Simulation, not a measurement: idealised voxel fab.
voxel fin reveal: a process module
210 nm wide, 5 nm square cells: that's cross-section cut.
For the purposes of this document, a cross-section shall be understood as a grid of square cells, specified as bands listed in top-to-bottom order, each band consisting of one or more rows of cells. The band entry comprises the height of the band's top followed by the height of its bottom, expressed in nm, and subsequently the band's materials from left to right, each stated together with its width in nm. Where a single material is marked with the word "everywhere", that material fills the band from edge to edge. The word "empty" represents empty space. Below 0: as-received wafer, all one material; heights counted from there. Lowest band: no bottom, goes on down, written "0 -> down". When a width is written as two numbers, as in "30->40", the first number is the width in the top row of cells of the band and the second is the width in its bottom row, and the width changes by the same amount from each row to the next. No cell of the cross-section changed in a step that is given as "remained the same". Enclosed cavity list: empty space of 8 cells or more with no open way to the top, each as width x height at its distance from the left edge, in nm. If you see something after the settings on a step's line, that's the simulator's own remark about that step. overlay nm, on a step with a mask: how far to the right of its planned place the mask lay; to the left if negative.

These are the steps we planned for the process:
- 1: RECEIVE,material Si
- 2: CONFORMAL_DEP,material SiN,thk nm 10
- 3: DIRECTIONAL_DEP,material aC,thk nm 15
- 4: PATTERN,tone cover,mask id FINS,material resist,width nm 15,pitch nm 40,thk nm 35,overlay nm 0
- 5: DIRECTIONAL_ETCH,etch materials aC,depth nm 15
- 6: STRIP,etch materials resist
- 7: DIRECTIONAL_ETCH,etch materials SiN,depth nm 10
- 8: DIRECTIONAL_ETCH,etch materials Si,depth nm 35
- 9: STRIP,etch materials aC
- 10: FILL_DEP,material SiO2,thk nm 5
- 11: CMP,height nm 10
- 12: SELECTIVE_ETCH,etch materials SiO2,depth nm 30
- 13: STRIP,etch materials SiN
- 14: CONFORMAL_DEP,material SiO2,thk nm 5

Below: the first of two wafers, run as planned:

Cross-section of the wafer as it came to us, i.e., already through step 1:
* 0 -> down: Si everywhere
* Enclosed cavity list: none

Cross-sectional representation of the wafer at the conclusion of step 2:
* 10 -> 0: SiN everywhere
* Nothing below the height 0 has changed.

Cross-sectional representation of the wafer at the conclusion of step 3:
* 25 -> 10: aC everywhere
* Nothing below the height 10 has changed.

Cross-sectional representation of the wafer at the conclusion of step 4:
* 60 -> 25: empty 55 / resist 15 / empty 25 / resist 15 / empty 25 / resist 15 / empty 60
* Nothing below the height 25 has changed.

Cross-sectional representation of the wafer at the conclusion of step 5:
* 45 -> 25: empty 55 / resist 15 / empty 25 / resist 15 / empty 25 / resist 15 / empty 60
* 25 -> 10: empty 55 / aC 15 / empty 25 / aC 15 / empty 25 / aC 15 / empty 60
* Nothing below the height 10 has changed.

Cross-sectional representation of the wafer at the conclusion of step 6:
* 25 -> 10: empty 55 / aC 15 / empty 25 / aC 15 / empty 25 / aC 15 / empty 60
* Nothing below the height 10 has changed.

Cross-sectional representation of the wafer at the conclusion of step 7:
* 25 -> 10: empty 55 / aC 15 / empty 25 / aC 15 / empty 25 / aC 15 / empty 60
* 10 -> 0: empty 55 / SiN 15 / empty 25 / SiN 15 / empty 25 / SiN 15 / empty 60
* Nothing below the height 0 has changed.

Cross-sectional representation of the wafer at the conclusion of step 8:
* 25 -> 10: empty 55 / aC 15 / empty 25 / aC 15 / empty 25 / aC 15 / empty 60
* 10 -> 0: empty 55 / SiN 15 / empty 25 / SiN 15 / empty 25 / SiN 15 / empty 60
* 0 -> -35: empty 55 / Si 15 / empty 25 / Si 15 / empty 25 / Si 15 / empty 60
* Nothing below the height -35 has changed.

Cross-sectional representation of the wafer at the conclusion of step 9:
* 10 -> 0: empty 55 / SiN 15 / empty 25 / SiN 15 / empty 25 / SiN 15 / empty 60
* Nothing below the height 0 has changed.

Cross-sectional representation of the wafer at the conclusion of step 10:
* 15 -> 10: SiO2 everywhere
* 10 -> 0: SiO2 55 / SiN 15 / SiO2 25 / SiN 15 / SiO2 25 / SiN 15 / SiO2 60
* 0 -> -35: SiO2 55 / Si 15 / SiO2 25 / Si 15 / SiO2 25 / Si 15 / SiO2 60
* Nothing below the height -35 has changed.

Cross-sectional representation of the wafer at the conclusion of step 11:
* 10 -> 0: SiO2 55 / SiN 15 / SiO2 25 / SiN 15 / SiO2 25 / SiN 15 / SiO2 60
* Nothing below the height 0 has changed.

Cross-sectional representation of the wafer at the conclusion of step 12:
* 10 -> 0: empty 55 / SiN 15 / empty 25 / SiN 15 / empty 25 / SiN 15 / empty 60
* 0 -> -20: empty 55 / Si 15 / empty 25 / Si 15 / empty 25 / Si 15 / empty 60
* Nothing below the height -20 has changed.

Cross-sectional representation of the wafer at the conclusion of step 13:
* 0 -> -20: empty 55 / Si 15 / empty 25 / Si 15 / empty 25 / Si 15 / empty 60
* Nothing below the height -20 has changed.

Cross-sectional representation of the wafer at the conclusion of step 14:
* 5 -> 0: empty 50 / SiO2 25 / empty 15 / SiO2 25 / empty 15 / SiO2 25 / empty 55
* 0 -> -15: empty 50 / SiO2 5 / Si 15 / SiO2 5 / empty 15 / SiO2 5 / Si 15 / SiO2 5 / empty 15 / SiO2 5 / Si 15 / SiO2 5 / empty 55
* -15 -> -35: SiO2 55 / Si 15 / SiO2 25 / Si 15 / SiO2 25 / Si 15 / SiO2 60
* Nothing below the height -35 has changed.

The second wafer was prepared from the same starting point and under the same plan as the first; its processing contained one mistake, and it remains indistinguishable from the first wafer up to and including step 13:

Second wafer at the planned finish of step 14, seen in cross-section: remained the same
Nonconformance to the process plan: the run left out plan step 14 entirely, so it was never executed
Bottom line after processing is that, in cells, the second wafer is up or down on some materials versus the first: -66 SiO2
